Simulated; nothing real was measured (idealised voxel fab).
Module name: voxel ribs on slabs (process module)
Cross-sectional view cut (width: 195 nm; square cell size: 5 nm).
Cross-sections here: square-cell grids, written as top-down lists of bands, a band being one or more rows of cells.
The band entry comprises the height of the band's top followed by the height of its bottom, expressed in nm, and subsequently the band's materials from left to right, each stated together with its width in nm. Where a single material is marked with the word "everywhere", that material fills the band from edge to edge. The word "empty" represents empty space.
Note: height 0 marks the level under which the wafer is uniformly one material as received. Lowest band unbounded below, written "0..down".
Width "30->40": first value at the band's top row of cells, second value at its bottom row, equal change from row to row.
Reading "no alterations made" for a step: not a cell of the cross-section changed in it.
Enclosed voids (no open way to top), threshold 8 cells or more, entry "Voids, enclosed", notation width x height at distance, distance from left edge, nm.
If you see something after the settings on a step's line, that's the simulator's own remark about that step.
What "overlay nm" on a step's line means: if the step has a mask, that mask lay this far to the right of its planned place, or, when the value is negative, to the left.

The process steps that were planned are listed below
| 1 | RECEIVE (material Si) |
| 2 | DIRECTIONAL_DEP (material SiO2; thk nm 25) |
| 3 | DIRECTIONAL_DEP (material SiN; thk nm 15) |
| 4 | MASKED_ETCH (tone cover; mask id RIB; width nm 25; etch materials SiN; depth nm 10; overlay nm 0) |
| 5 | DIRECTIONAL_DEP (material aC; thk nm 15) |
| 6 | PATTERN (tone cover; mask id SLAB; material resist; width nm 85; thk nm 35; overlay nm 0) |
| 7 | DIRECTIONAL_ETCH (etch materials aC; depth nm 15) |
| 8 | STRIP (etch materials resist) |
| 9 | DIRECTIONAL_ETCH (etch materials SiN; depth nm 5) |
| 10 | STRIP (etch materials aC) |
| 11 | FILL_DEP (material SiO2; thk nm 20) |
| 12 | CMP (height nm 55) |
| 13 | DIRECTIONAL_DEP (material TiN; thk nm 10) |
| 14 | MASKED_ETCH (tone cover; mask id HEATER; width nm 25; etch materials TiN; depth nm 10; overlay nm 0) |
| 15 | CONFORMAL_DEP (material SiN; thk nm 5) |
varied across the wafers: width nm of step 14. The plan shows the first wafer's value. All wafers start alike

Cut through the first of several wafers as received, post step 1
	0..down = Si everywhere
	Voids, enclosed: none

The following table contains a row per wafer, in which are reported, at the conclusion of the module, the cells of each material gained (+) or lost (-) since the wafer's receipt, with its closed voids given thereafter
width nm 25, +70 SiN, +402 SiO2, +10 TiN, Voids, enclosed: none
width nm 30, +70 SiN, +402 SiO2, +12 TiN, Voids, enclosed: none
width nm 35, +70 SiN, +402 SiO2, +14 TiN, Voids, enclosed: none
width nm 40, +70 SiN, +402 SiO2, +16 TiN, Voids, enclosed: none
width nm 45, +70 SiN, +402 SiO2, +18 TiN, Voids, enclosed: none
width nm 50, +70 SiN, +402 SiO2, +20 TiN, Voids, enclosed: none
